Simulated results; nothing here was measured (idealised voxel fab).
process module | voxel lift off
cross-section cut | 220 nm wide | cells 5 nm
A cross-section is a grid of square cells, given in bands from the top down. A band is one or more rows of cells.
Each band's line starts with the height of the band's top and of its bottom, in nm. Then come its materials from left to right, each with its width in nm. One material with "throughout" fills the band from edge to edge. "air" is empty space.
Height 0 is the level under which the wafer as received is all one material. The lowest band goes on downwards, as in "0 down".
A width such as "30 to 40" changes by the same amount from each row of cells to the next, from the band's top row to its bottom row.
"no change" after a step means that no cell of the cross-section changed.
closed voids: empty space of 8 cells or more with no open way to the top, each as width x height at its distance from the left edge, in nm
after a step's settings: what the simulator itself notes on the step
overlay nm, on a step with a mask: how far to the right of its planned place the mask lay; to the left if negative
plan
1 op RECEIVE | material Si
2 op CONFORMAL_DEP | material SiN | thk nm 15
3 op PATTERN | tone open | mask id LINES | material resist | width nm 25 | pitch nm 40 | thk nm 20 | overlay nm 0
4 op DIRECTIONAL_DEP | material Ru | thk nm 5
5 op STRIP | etch materials resist
6 op CONFORMAL_DEP | material SiN | thk nm 5
as received, after step 1
  0 down: Si throughout
  closed voids: none
first wafer at the end, as planned
  25 to 20: air 50 | SiN 35 | air 5 | SiN 35 | air 5 | SiN 35 | air 55
  20 to 15: SiN 55 | Ru 25 | SiN 15 | Ru 25 | SiN 15 | Ru 25 | SiN 60
  15 to 0: SiN throughout
  0 down: Si throughout
  closed voids: none
second wafer at the end: like start, like plan, one mistake
  25 to 20: SiN 60 | air 15 | SiN 25 | air 15 | SiN 25 | air 15 | SiN 65
  20 to 15: Ru 55 | SiN 25 | Ru 15 | SiN 25 | Ru 15 | SiN 25 | Ru 60
  15 to 0: SiN throughout
  0 down: Si throughout
  closed voids: none
what went wrong: step 3 ran as: op PATTERN | tone cover | mask id LINES | material resist | width nm 25 | pitch nm 40 | thk nm 20 | overlay nm 0
at the end the second wafer has, in cells: 14 more of Ru
